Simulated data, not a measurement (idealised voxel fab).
process module | voxel transistor to metal
cross-section cut | 190 nm wide | cells 5 nm
A cross-section is a grid of square cells, given in bands from the top down. A band is one or more rows of cells.
Each band's line starts with the height of the band's top and of its bottom, in nm. Then come its materials from left to right, each with its width in nm. One material with "throughout" fills the band from edge to edge. "air" is empty space.
Height 0 is the level under which the wafer as received is all one material. The lowest band goes on downwards, as in "0 down".
A width such as "30 to 40" changes by the same amount from each row of cells to the next, from the band's top row to its bottom row.
"no change" after a step means that no cell of the cross-section changed.
closed voids: empty space of 8 cells or more with no open way to the top, each as width x height at its distance from the left edge, in nm
after a step's settings: what the simulator itself notes on the step
overlay nm, on a step with a mask: how far to the right of its planned place the mask lay; to the left if negative
plan
1 op RECEIVE | material Si
2 op OXIDIZE | depth nm 5
3 op CONFORMAL_DEP | material SiN | thk nm 15
4 op MASKED_ETCH | tone cover | mask id ACTIVE | width nm 95 | etch materials SiN | depth nm 15 | overlay nm 0
5 op MASKED_ETCH | tone cover | mask id ACTIVE | width nm 95 | etch materials SiO2 | depth nm 5 | overlay nm 0
6 op MASKED_ETCH | tone cover | mask id ACTIVE | width nm 95 | etch materials Si | depth nm 20 | overlay nm 0
7 op OXIDIZE | depth nm 5
8 op FILL_DEP | material SiO2 | thk nm 5
9 op CMP | height nm 15
10 op SELECTIVE_ETCH | etch materials SiO2 | depth nm 15
11 op STRIP | etch materials SiN
12 op SELECTIVE_ETCH | etch materials SiO2 | depth nm 5
13 op OXIDIZE | depth nm 5
14 op DIRECTIONAL_DEP | material polySi | thk nm 25
15 op DIRECTIONAL_DEP | material SiCN | thk nm 15
16 op PATTERN | tone cover | mask id GATE | material resist | width nm 15 | thk nm 15 | overlay nm 0
17 op DIRECTIONAL_ETCH | etch materials SiCN | depth nm 25
18 op DIRECTIONAL_ETCH | etch materials polySi | depth nm 35
19 op STRIP | etch materials resist
20 op CONFORMAL_DEP | material SiO2 | thk nm 5
21 op DIRECTIONAL_ETCH | etch materials SiO2 | depth nm 5
22 op CONFORMAL_DEP | material SiN | thk nm 5
23 op DIRECTIONAL_ETCH | etch materials SiN | depth nm 5
24 op DIRECTIONAL_ETCH | etch materials SiO2 | depth nm 5
25 op DIRECTIONAL_ETCH | etch materials Si | depth nm 15
26 op EPI | material SiGe | thk nm 15
27 op FILL_DEP | material SiO2 | thk nm 5
28 op CMP | height nm 35
29 op DIRECTIONAL_DEP | material SiO2 | thk nm 10
30 op DIRECTIONAL_DEP | material aC | thk nm 15
31 op PATTERN | tone open | mask id CONTACT | material resist | width nm 25 | pitch nm 50 | thk nm 35 | overlay nm 0
32 op DIRECTIONAL_ETCH | etch materials aC | depth nm 15
33 op STRIP | etch materials resist
34 op DIRECTIONAL_ETCH | etch materials SiO2 | depth nm 55
35 op STRIP | etch materials aC
36 op CONFORMAL_DEP | material TiN | thk nm 5
37 op FILL_DEP | material Ru | thk nm 5
38 op CMP | height nm 45
39 op CONFORMAL_DEP | material SiN | thk nm 5
40 op DIRECTIONAL_DEP | material lowk | thk nm 20
41 op PATTERN | tone open | mask id METAL_1 | material resist | width nm 15 | pitch nm 60 | thk nm 15 | overlay nm 0
42 op DIRECTIONAL_ETCH | etch materials lowk | depth nm 20
43 op DIRECTIONAL_ETCH | etch materials SiN | depth nm 5
44 op STRIP | etch materials resist
45 op CONFORMAL_DEP | material TiN | thk nm 5
46 op FILL_DEP | material Cu | thk nm 10
47 op CMP | height nm 70
48 op CONFORMAL_DEP | material SiN | thk nm 5
as received, after step 1
  0 down: Si throughout
  closed voids: none
a wafer at the end: this start, this plan, one mistake
  75 to 70: SiN throughout
  70 to 50: lowk 55 | TiN 5 | Cu 5 | TiN 5 | lowk 45 | TiN 5 | Cu 5 | TiN 5 | lowk 60
  50 to 45: SiN 55 | TiN 15 | SiN 45 | TiN 15 | SiN 60
  45 to 40: SiO2 55 | TiN 5 | Ru 15 | TiN 5 | SiO2 25 | TiN 5 | Ru 15 | TiN 5 | SiO2 60
  40 to 35: SiO2 55 | TiN 25 | SiO2 25 | TiN 25 | SiO2 60
  35 to 30: lowk 75 | SiN 5 | lowk 5 | SiCN 15 | lowk 5 | SiN 5 | lowk 80
  30 to 20: lowk 75 | SiN 5 | SiO2 5 | SiCN 15 | SiO2 5 | SiN 5 | lowk 80
  20 to 5: lowk 75 | SiN 5 | SiO2 5 | polySi 15 | SiO2 5 | SiN 5 | lowk 80
  5 to -5: lowk 60 | SiGe 15 | SiN 5 | SiO2 5 | polySi 15 | SiO2 5 | SiN 5 | SiGe 15 | lowk 65
  -5 to -10: lowk 60 | SiGe 15 | SiO2 35 | SiGe 15 | lowk 65
  -10 to -25: SiO2 50 | SiGe 25 | Si 35 | SiGe 25 | SiO2 55
  -25 to -30: SiO2 50 | Si 85 | SiO2 55
  -30 down: Si throughout
  closed voids: none
what went wrong: step 27 ran as: op FILL_DEP | material lowk | thk nm 5
